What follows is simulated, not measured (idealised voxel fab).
A process module follows: voxel capacitor over wiring.
For reference, the cross-section in this document is cut, with width 215 nm and square cells of 5 nm.
Bands, listed from the top down, are how a cross-section gets written in this document; the cross-section itself is a grid of square cells, and a band is one or more rows of them. Per band: top height and bottom height in nm, followed by the left-to-right materials and their widths in nm; "edge to edge" marks a single material spanning edge to edge, "blank" marks empty space. Note: height 0 marks the level under which the wafer is uniformly one material as received. Lowest band unbounded below, written "0 -> down". A width given as "30 to 40" starts at the first number in the band's top row and ends at the second number in its bottom row, shifting by an equal amount at every step from row to row. Key: "nothing was modified" - step with no changed cell in the cross-section. Empty spaces without an open route to the top, at least 8 cells in extent, make up the entry "Sealed voids"; each is given as width x height at distance, where the distance is measured from the left edge, and all are in nm. It should be noted that, on the line of a given step, the content following the step's settings is a remark produced by the simulator itself with respect to that step. The setting "overlay nm" may be written on the line of a step. When the step uses a mask, the value reports how far to the right of the planned place the mask lay, and a negative value reports that it lay to the left.
-- Process steps (planned)
| 1 | op RECEIVE | material Si |
| 2 | op CONFORMAL_DEP | material SiO2 | thk nm 15 |
| 3 | op CONFORMAL_DEP | material SiCN | thk nm 5 |
| 4 | op DIRECTIONAL_DEP | material SiO2 | thk nm 20 |
| 5 | op DIRECTIONAL_DEP | material aC | thk nm 15 |
| 6 | op PATTERN | tone open | mask id METAL_1 | material resist | width nm 20 | pitch nm 75 | thk nm 30 | overlay nm 0 |
| 7 | op DIRECTIONAL_ETCH | etch materials aC | depth nm 15 |
| 8 | op STRIP | etch materials resist |
| 9 | op DIRECTIONAL_ETCH | etch materials SiO2 | depth nm 20 |
| 10 | op DIRECTIONAL_ETCH | etch materials SiCN | depth nm 5 |
| 11 | op STRIP | etch materials aC |
| 12 | op CONFORMAL_DEP | material TiN | thk nm 5 |
| 13 | op FILL_DEP | material W | thk nm 10 |
| 14 | op CMP | height nm 40 |
| 15 | op EPI | material Ru | thk nm 5 |
| 16 | op FILL_DEP | material SiCN | thk nm 5 |
| 17 | op DIRECTIONAL_DEP | material SiO2 | thk nm 10 |
| 18 | op MASKED_ETCH | tone open | mask id PLUG_1 | width nm 15 | etch materials SiO2 | depth nm 10 | overlay nm 0 |
| 19 | op MASKED_ETCH | tone open | mask id PLUG_1 | width nm 15 | etch materials SiCN | depth nm 5 | overlay nm 0 |
| 20 | op EPI | material Ru | thk nm 10 |
| 21 | op EPI | material Ru | thk nm 5 |
| 22 | op DIRECTIONAL_DEP | material TiN | thk nm 10 |
| 23 | op DIRECTIONAL_DEP | material Al2O3 | thk nm 5 |
| 24 | op DIRECTIONAL_DEP | material TiN | thk nm 5 |
| 25 | op MASKED_ETCH | tone cover | mask id UPPER_PLATE | width nm 60 | etch materials TiN | depth nm 5 | overlay nm 0 |
| 26 | op MASKED_ETCH | tone cover | mask id UPPER_PLATE | width nm 60 | etch materials Al2O3 | depth nm 5 | overlay nm 0 |
| 27 | op PATTERN | tone cover | mask id LOWER_PLATE | material resist | width nm 70 | thk nm 20 | overlay nm 0 |
| 28 | op DIRECTIONAL_ETCH | etch materials TiN | depth nm 10 |
| 29 | op STRIP | etch materials resist |
| 30 | op FILL_DEP | material SiO2 | thk nm 20 |
| 31 | op CMP | height nm 95 |
| 32 | op MASKED_ETCH | tone open | mask id PLUG_2 | width nm 15 | etch materials SiO2 | depth nm 15 | overlay nm 0 |
| 33 | op CONFORMAL_DEP | material TiN | thk nm 5 |
| 34 | op FILL_DEP | material Ru | thk nm 5 |
| 35 | op CMP | height nm 95 |
| 36 | op CONFORMAL_DEP | material SiCN | thk nm 5 |
-- So this is the incoming wafer in cross-section - it's already been through step 1
0 -> down: Si edge to edge
Sealed voids: none
-- End-of-module cross-section. Starting structure and process plan as above; one mistake made in running it
100 -> 95: SiCN edge to edge
95 -> 90: SiO2 (75) / TiN (5) / Ru (5) / TiN (5) / SiO2 (125)
90 -> 80: SiO2 (75) / TiN (15 to 50) / SiO2 (125 to 90)
80 -> 75: SiO2 (80) / Al2O3 (45) / SiO2 (90)
75 -> 70: SiO2 (60) / TiN (70) / SiO2 (85)
70 -> 65: SiO2 (60) / TiN (5) / Al2O3 (15) / TiN (50) / SiO2 (85)
65 -> 55: SiO2 (65) / TiN (15) / SiO2 (135)
55 -> 50: SiO2 edge to edge
50 -> 45: SiCN edge to edge
45 -> 40: SiCN (55) / Ru (30) / SiCN (45) / Ru (30) / SiCN (55)
40 -> 20: SiO2 (60) / TiN (5) / W (10) / TiN (5) / SiO2 (55) / TiN (5) / W (10) / TiN (5) / SiO2 (60)
20 -> 15: SiCN (60) / TiN (20) / SiCN (55) / TiN (20) / SiCN (60)
15 -> 0: SiO2 edge to edge
0 -> down: Si edge to edge
Sealed voids: none
In executing the process, a mistake was made relative to the plan: step 17 did not use the planned setting and instead ran as op DIRECTIONAL_DEP | material SiO2 | thk nm 15
